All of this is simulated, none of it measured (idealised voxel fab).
Name of the process module below: voxel double patterning
cross-section cut | 265 nm wide | cells 5 nm
If you're reading a cross-section in this doc, picture square cells in a grid; it comes to you as bands, top ones listed first down to the bottom, and a band can be one or more rows of cells.
A band entry consists of two parts. The first gives the height of the band's top and the height of its bottom, in nm. The rest lists the band's materials from left to right, each with its width in nm. A single material labelled with the word "all across" fills the band from edge to edge, and the word "air" marks empty space.
Note: height 0 marks the level under which the wafer is uniformly one material as received. Lowest band unbounded below, written "0 down".
With a width like "30->40", each row of cells in the band differs from the next by the same amount, the top row carrying the first number and the bottom row the second.
A step reported as "no modification" is a step in which no cell of the cross-section changed.
Sealed internal cavities: empty space of 8 cells or more with no open way to the top, each as width x height at its distance from the left edge, in nm
Step line, after settings: the simulator's comment on this step.
The "overlay nm" setting may appear on a step's line; for a step that uses a mask, it gives how far to the right of its planned position the mask lay, and a negative value indicates the left.
The process steps that were planned are listed below
1 RECEIVE: material Si
2 CONFORMAL_DEP: material SiO2, thk nm 5
3 DIRECTIONAL_DEP: material TiN, thk nm 15
4 DIRECTIONAL_DEP: material SiN, thk nm 5
5 MASKED_ETCH: tone open, mask id FIRST, width nm 15, pitch nm 50, etch materials SiN, depth nm 5, overlay nm 0
6 PATTERN: tone open, mask id SECOND, material resist, width nm 15, pitch nm 50, thk nm 15, overlay nm 0
7 DIRECTIONAL_ETCH: etch materials SiN, depth nm 5
8 STRIP: etch materials resist
9 DIRECTIONAL_ETCH: etch materials TiN, depth nm 15
10 STRIP: etch materials SiN
Received-state cross-section, reflecting completion of step 1
  0 down  Si all across
  Sealed internal cavities: none
One mistake in running the module, otherwise start and plan as above: cross-section at the end
  20 to 5  TiN 70, air 25, TiN 5, air 15, TiN 5, air 25, TiN 5, air 15, TiN 5, air 25, TiN 70
  5 to 0  SiO2 all across
  0 down  Si all across
  Sealed internal cavities: none
It is concluded that the wafer was processed incorrectly with respect to the plan, in that step 5 ran with different settings than intended, the actual operation and settings being MASKED_ETCH: tone open, mask id FIRST, width nm 25, pitch nm 50, etch materials SiN, depth nm 5, overlay nm 0
